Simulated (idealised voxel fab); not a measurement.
process module | voxel transistor to metal
cross-section cut | 265 nm wide | cells 5 nm
A cross-section is a grid of square cells, given in bands from the top down. A band is one or more rows of cells.
Each band's line starts with the height of the band's top and of its bottom, in nm. Then come its materials from left to right, each with its width in nm. One material with "throughout" fills the band from edge to edge. "air" is empty space.
Height 0 is the level under which the wafer as received is all one material. The lowest band goes on downwards, as in "0 down".
A width such as "30 to 40" changes by the same amount from each row of cells to the next, from the band's top row to its bottom row.
"no change" after a step means that no cell of the cross-section changed.
closed voids: empty space of 8 cells or more with no open way to the top, each as width x height at its distance from the left edge, in nm
after a step's settings: what the simulator itself notes on the step
overlay nm, on a step with a mask: how far to the right of its planned place the mask lay; to the left if negative
plan
1 op RECEIVE | material Si
2 op CONFORMAL_DEP | material SiO2 | thk nm 5
3 op CONFORMAL_DEP | material SiN | thk nm 15
4 op PATTERN | tone cover | mask id ACTIVE | material resist | width nm 100 | pitch nm 125 | thk nm 15 | overlay nm 0
5 op DIRECTIONAL_ETCH | etch materials SiN | depth nm 15
6 op DIRECTIONAL_ETCH | etch materials SiO2 | depth nm 5
7 op DIRECTIONAL_ETCH | etch materials Si | depth nm 30
8 op STRIP | etch materials resist
9 op OXIDIZE | depth nm 5
10 op FILL_DEP | material SiO2 | thk nm 15
11 op CMP | height nm 20
12 op SELECTIVE_ETCH | etch materials SiO2 | depth nm 5
13 op STRIP | etch materials SiN
14 op SELECTIVE_ETCH | etch materials SiO2 | depth nm 5
15 op OXIDIZE | depth nm 5
16 op DIRECTIONAL_DEP | material polySi | thk nm 20
17 op DIRECTIONAL_DEP | material SiCN | thk nm 10
18 op DIRECTIONAL_DEP | material aC | thk nm 10
19 op PATTERN | tone cover | mask id GATE | material resist | width nm 20 | pitch nm 125 | thk nm 30 | overlay nm 0
20 op DIRECTIONAL_ETCH | etch materials aC | depth nm 10
21 op STRIP | etch materials resist
22 op DIRECTIONAL_ETCH | etch materials SiCN | depth nm 20
23 op DIRECTIONAL_ETCH | etch materials polySi | depth nm 30
24 op STRIP | etch materials aC
25 op CONFORMAL_DEP | material SiO2 | thk nm 5
26 op DIRECTIONAL_ETCH | etch materials SiO2 | depth nm 5
27 op CONFORMAL_DEP | material SiN | thk nm 10
28 op DIRECTIONAL_ETCH | etch materials SiN | depth nm 10
29 op DIRECTIONAL_ETCH | etch materials SiO2 | depth nm 5
30 op DIRECTIONAL_ETCH | etch materials Si | depth nm 5
31 op EPI | material pSi | thk nm 10
32 op FILL_DEP | material SiO2 | thk nm 10
33 op CMP | height nm 30
34 op DIRECTIONAL_DEP | material SiO2 | thk nm 10
35 op PATTERN | tone open | mask id CONTACT | material resist | width nm 30 | thk nm 20 | overlay nm 0
36 op DIRECTIONAL_ETCH | etch materials SiO2 | depth nm 35
37 op STRIP | etch materials resist
38 op CONFORMAL_DEP | material TiN | thk nm 5
39 op FILL_DEP | material W | thk nm 5
40 op CMP | height nm 40
41 op DIRECTIONAL_DEP | material TiN | thk nm 5
42 op DIRECTIONAL_DEP | material W | thk nm 15
43 op MASKED_ETCH | tone cover | mask id METAL_1 | width nm 15 | etch materials W | depth nm 15 | overlay nm 0
44 op MASKED_ETCH | tone cover | mask id METAL_1 | width nm 15 | etch materials TiN | depth nm 5 | overlay nm 0
45 op CONFORMAL_DEP | material SiCN | thk nm 5
46 op FILL_DEP | material SiO2 | thk nm 10
47 op CMP | height nm 60
48 op CONFORMAL_DEP | material SiCN | thk nm 5
49 op DIRECTIONAL_DEP | material SiO2 | thk nm 35
50 op MASKED_ETCH | tone open | mask id METAL_2 | width nm 15 | pitch nm 125 | etch materials SiO2 | depth nm 20 | overlay nm -10
51 op PATTERN | tone open | mask id METAL_2_HOLES | material resist | width nm 15 | pitch nm 125 | thk nm 20 | overlay nm 0
52 op DIRECTIONAL_ETCH | etch materials SiO2 | depth nm 15
53 op DIRECTIONAL_ETCH | etch materials SiCN | depth nm 5
54 op STRIP | etch materials resist
55 op CONFORMAL_DEP | material TiN | thk nm 5
56 op FILL_DEP | material Cu | thk nm 5
57 op CMP | height nm 100
58 op CONFORMAL_DEP | material SiN | thk nm 5
varied across the wafers: overlay nm of step 50. The plan shows the first wafer's value. All wafers start alike
first wafer as received, after step 1
  0 down: Si throughout
  closed voids: none
first wafer at the end, after step 58
  105 to 100: SiN throughout
  100 to 90: SiO2 15 | TiN 5 | Cu 15 | TiN 5 | SiO2 100 | TiN 5 | Cu 15 | TiN 5 | SiO2 100
  90 to 85: SiO2 15 | TiN 5 | Cu 5 | TiN 15 | SiO2 100 | TiN 5 | Cu 5 | TiN 15 | SiO2 100
  85 to 80: SiO2 15 | TiN 15 | SiO2 110 | TiN 15 | SiO2 110
  80 to 65: SiO2 25 | TiN 5 | SiO2 120 | TiN 5 | SiO2 110
  65 to 60: SiCN 25 | TiN 5 | SiCN 120 | TiN 5 | SiCN 110
  60 to 45: SiO2 20 | SiCN 5 | W 15 | SiCN 5 | SiO2 50 | SiCN 5 | W 15 | SiCN 5 | SiO2 25 | SiCN 5 | W 15 | SiCN 5 | SiO2 50 | SiCN 5 | W 15 | SiCN 5 | SiO2 20
  45 to 40: SiCN 25 | TiN 15 | SiCN 60 | TiN 15 | SiCN 35 | TiN 15 | SiCN 60 | TiN 15 | SiCN 25
  40 to 30: SiO2 25 | TiN 5 | W 20 to 10 | TiN 5 to 15 | SiO2 30 | TiN 5 to 15 | W 20 to 10 | TiN 5 | SiO2 35 | TiN 5 | W 20 to 10 | TiN 5 to 15 | SiO2 30 | TiN 5 to 15 | W 20 to 10 | TiN 5 | SiO2 25
  30 to 20: SiO2 25 | TiN 5 | W 10 | TiN 5 | SiN 10 | SiO2 5 | SiCN 20 | SiO2 5 | SiN 10 | TiN 5 | W 10 | TiN 5 | SiO2 35 | TiN 5 | W 10 | TiN 5 | SiN 10 | SiO2 5 | SiCN 20 | SiO2 5 | SiN 10 | TiN 5 | W 10 | TiN 5 | SiO2 25
  20 to 10: SiO2 25 | TiN 5 to 10 | W 10 to 5 | TiN 5 | SiN 10 | SiO2 5 | polySi 20 | SiO2 5 | SiN 10 | TiN 5 | W 10 to 5 | TiN 5 to 10 | SiO2 35 | TiN 5 to 10 | W 10 to 5 | TiN 5 | SiN 10 | SiO2 5 | polySi 20 | SiO2 5 | SiN 10 | TiN 5 | W 10 to 5 | TiN 5 to 10 | SiO2 25
  10 to 5: SiO2 20 | SiN 10 | TiN 15 | SiN 10 | SiO2 5 | polySi 20 | SiO2 5 | SiN 10 | TiN 15 | SiN 10 | SiO2 25 | SiN 10 | TiN 15 | SiN 10 | SiO2 5 | polySi 20 | SiO2 5 | SiN 10 | TiN 15 | SiN 10 | SiO2 20
  5 to 0: SiO2 20 | SiN 10 | pSi 15 | SiN 10 | SiO2 5 | polySi 20 | SiO2 5 | SiN 10 | pSi 15 | SiN 10 | SiO2 25 | SiN 10 | pSi 15 | SiN 10 | SiO2 5 | polySi 20 | SiO2 5 | SiN 10 | pSi 15 | SiN 10 | SiO2 20
  0 to -5: SiO2 30 | pSi 15 | SiO2 50 | pSi 15 | SiO2 45 | pSi 15 | SiO2 50 | pSi 15 | SiO2 30
  -5 to -10: SiO2 25 | Si 5 | pSi 15 | Si 50 | pSi 15 | Si 5 | SiO2 35 | Si 5 | pSi 15 | Si 50 | pSi 15 | Si 5 | SiO2 25
  -10 to -35: SiO2 25 | Si 90 | SiO2 35 | Si 90 | SiO2 25
  -35 down: Si throughout
  closed voids: none
last wafer at the end
  105 to 100: SiN throughout
  100 to 90: SiO2 25 | TiN 5 | Cu 20 | TiN 5 | SiO2 95 | TiN 5 | Cu 20 | TiN 5 | SiO2 85
  90 to 85: SiO2 25 | TiN 20 | Cu 5 | TiN 5 | SiO2 95 | TiN 20 | Cu 5 | TiN 5 | SiO2 85
  85 to 80: SiO2 40 | TiN 15 | SiO2 110 | TiN 15 | SiO2 85
  80 to 65: SiO2 throughout
  65 to 60: SiCN throughout
  60 to 45: SiO2 20 | SiCN 5 | W 15 | SiCN 5 | SiO2 50 | SiCN 5 | W 15 | SiCN 5 | SiO2 25 | SiCN 5 | W 15 | SiCN 5 | SiO2 50 | SiCN 5 | W 15 | SiCN 5 | SiO2 20
  45 to 40: SiCN 25 | TiN 15 | SiCN 60 | TiN 15 | SiCN 35 | TiN 15 | SiCN 60 | TiN 15 | SiCN 25
  40 to 30: SiO2 25 | TiN 5 | W 20 to 10 | TiN 5 to 15 | SiO2 30 | TiN 5 to 15 | W 20 to 10 | TiN 5 | SiO2 35 | TiN 5 | W 20 to 10 | TiN 5 to 15 | SiO2 30 | TiN 5 to 15 | W 20 to 10 | TiN 5 | SiO2 25
  30 to 20: SiO2 25 | TiN 5 | W 10 | TiN 5 | SiN 10 | SiO2 5 | SiCN 20 | SiO2 5 | SiN 10 | TiN 5 | W 10 | TiN 5 | SiO2 35 | TiN 5 | W 10 | TiN 5 | SiN 10 | SiO2 5 | SiCN 20 | SiO2 5 | SiN 10 | TiN 5 | W 10 | TiN 5 | SiO2 25
  20 to 10: SiO2 25 | TiN 5 to 10 | W 10 to 5 | TiN 5 | SiN 10 | SiO2 5 | polySi 20 | SiO2 5 | SiN 10 | TiN 5 | W 10 to 5 | TiN 5 to 10 | SiO2 35 | TiN 5 to 10 | W 10 to 5 | TiN 5 | SiN 10 | SiO2 5 | polySi 20 | SiO2 5 | SiN 10 | TiN 5 | W 10 to 5 | TiN 5 to 10 | SiO2 25
  10 to 5: SiO2 20 | SiN 10 | TiN 15 | SiN 10 | SiO2 5 | polySi 20 | SiO2 5 | SiN 10 | TiN 15 | SiN 10 | SiO2 25 | SiN 10 | TiN 15 | SiN 10 | SiO2 5 | polySi 20 | SiO2 5 | SiN 10 | TiN 15 | SiN 10 | SiO2 20
  5 to 0: SiO2 20 | SiN 10 | pSi 15 | SiN 10 | SiO2 5 | polySi 20 | SiO2 5 | SiN 10 | pSi 15 | SiN 10 | SiO2 25 | SiN 10 | pSi 15 | SiN 10 | SiO2 5 | polySi 20 | SiO2 5 | SiN 10 | pSi 15 | SiN 10 | SiO2 20
  0 to -5: SiO2 30 | pSi 15 | SiO2 50 | pSi 15 | SiO2 45 | pSi 15 | SiO2 50 | pSi 15 | SiO2 30
  -5 to -10: SiO2 25 | Si 5 | pSi 15 | Si 50 | pSi 15 | Si 5 | SiO2 35 | Si 5 | pSi 15 | Si 50 | pSi 15 | Si 5 | SiO2 25
  -10 to -35: SiO2 25 | Si 90 | SiO2 35 | Si 90 | SiO2 25
  -35 down: Si throughout
  closed voids: none
each wafer at the end: cells of each material gained (+) or lost (-) since it was received, then its closed voids
overlay nm -10 | +14 Cu | -167 Si | +132 SiCN | +117 SiN | +747 SiO2 | +114 TiN | +88 W | +36 pSi | +32 polySi | closed voids: none
overlay nm -5 | +10 Cu | -167 Si | +130 SiCN | +117 SiN | +747 SiO2 | +120 TiN | +88 W | +36 pSi | +32 polySi | closed voids: none
overlay nm 0 | +14 Cu | -167 Si | +128 SiCN | +117 SiN | +747 SiO2 | +118 TiN | +88 W | +36 pSi | +32 polySi | closed voids: none
overlay nm 5 | +10 Cu | -167 Si | +130 SiCN | +117 SiN | +747 SiO2 | +120 TiN | +88 W | +36 pSi | +32 polySi | closed voids: none
overlay nm 10 | +14 Cu | -167 Si | +132 SiCN | +117 SiN | +747 SiO2 | +114 TiN | +88 W | +36 pSi | +32 polySi | closed voids: none
overlay nm 15 | +18 Cu | -167 Si | +134 SiCN | +117 SiN | +747 SiO2 | +108 TiN | +88 W | +36 pSi | +32 polySi | closed voids: none
